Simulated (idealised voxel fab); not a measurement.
The process module presented herein is designated voxel transistor to metal.
Shown is cross-section cut, with a width of 205 nm and square cells of size 5 nm.
Bands, listed from the top down, are how a cross-section gets written in this document; the cross-section itself is a grid of square cells, and a band is one or more rows of them. Each band's line starts with the height of the band's top and of its bottom, in nm. Then come its materials from left to right, each with its width in nm. One material with "full width" fills the band from edge to edge. "air" is empty space. Height datum 0, below which the as-received substrate wafer is one material. Lowest band open at the bottom, running downward: "0 -> down". It should be noted that a width expressed as "30..40" varies in equal increments from row to row of cells within the band, taking the value of the first number at the top row and that of the second number at the bottom row. The designation "changes: none", where it is given for a processing step, indicates that no cell of the cross-section was altered in the course of that step. Look at "Closed cavities" for the closed voids: empty spaces with no open path to the top, sized 8 cells or up. Each is width x height at distance, distance from the left edge, all nm. Whatever follows a step's settings on its line is a remark the simulator itself makes about that step. The setting "overlay nm" may be written on the line of a step. When the step uses a mask, the value reports how far to the right of the planned place the mask lay, and a negative value reports that it lay to the left. If you're wondering how to read the rest of this, here's the deal. It's pairs of cross-sections: one from before a process step, one from after it. The after one is only drawn as far down as the lowest band that changed. Right under each pair you'll see which step sits between them and what its settings were. Don't read the pairs as one continuous story, though. They can come from different runs of this module on the same starting wafer, and a pair only carries on from the one above it where its entry headed "Before step" says so.
**Before step**
    80 -> 50: lowk=55  air=15  lowk=60  air=15  lowk=60
    50 -> 45: SiCN=55  air=15  SiCN=60  air=15  SiCN=60
    45 -> 25: lowk=50  SiN=5  Ru=15  SiN=5  lowk=50  SiN=5  Ru=15  SiN=5  lowk=55
    25 -> 20: SiN=55  TiN=15  SiN=60  TiN=15  SiN=60
    20 -> 15: SiO2=55  TiN=5  Ru=5  TiN=5  SiO2=60  TiN=5  Ru=5  TiN=5  SiO2=60
    15 -> 10: SiO2=55  TiN=15  SiO2=60  TiN=15  SiO2=60
    10 -> 5: W=75  TiN=5  HfO2=5  SiN=10  SiO2=10  SiN=10  HfO2=5  TiN=5  W=80
    5 -> 0: W=75  TiN=5  HfO2=5  SiN=10  nSi=10  SiN=10  HfO2=5  TiN=5  W=80
    0 -> -5: TiN=80  HfO2=5  SiN=10  nSi=10  SiN=10  HfO2=5  TiN=85
    -5 -> -10: HfO2=90  SiO2=5  nSi=10  SiO2=5  HfO2=95
    -10 -> -20: SiO2=55  Si=40  nSi=10  Si=40  SiO2=60
    -20 -> -45: SiO2=55  Si=90  SiO2=60
    -45 -> down: Si full width
    Closed cavities: none
**Step Result**
    85 -> 80: TiN=60  air=5  TiN=70  air=5  TiN=65
    80 -> 50: lowk=55  TiN=5  air=5  TiN=5  lowk=60  TiN=5  air=5  TiN=5  lowk=60
    50 -> 45: SiCN=55  TiN=15  SiCN=60  TiN=15  SiCN=60
    Everything under 45 stays put, no change at all.
    Closed cavities: none
Quick note on the step between the two cross-sections above: CONFORMAL_DEP: material TiN, thk nm 5
Before step: Please consult the pair immediately above; the cross-section it shows after its step is the state before this step.
**Step Result**
    90 -> 85: Ru full width
    85 -> 80: TiN=60  Ru=5  TiN=70  Ru=5  TiN=65
    80 -> 50: lowk=55  TiN=5  Ru=5  TiN=5  lowk=60  TiN=5  Ru=5  TiN=5  lowk=60
    Everything under 50 stays put, no change at all.
    Closed cavities: none
Quick note on the step between the two cross-sections above: FILL_DEP: material Ru, thk nm 5
Before step: Please consult the pair immediately above; the cross-section it shows after its step is the state before this step.
**Step Result**
    80 -> 50: lowk=55  TiN=5  Ru=5  TiN=5  lowk=60  TiN=5  Ru=5  TiN=5  lowk=60
    Everything under 50 stays put, no change at all.
    Closed cavities: none
Quick note on the step between the two cross-sections above: CMP: height nm 80
Before step: Please consult the pair immediately above; the cross-section it shows after its step is the state before this step.
**Step Result**
    85 -> 80: SiN full width
    Everything under 80 stays put, no change at all.
    Closed cavities: none
Quick note on the step between the two cross-sections above: CONFORMAL_DEP: material SiN, thk nm 5
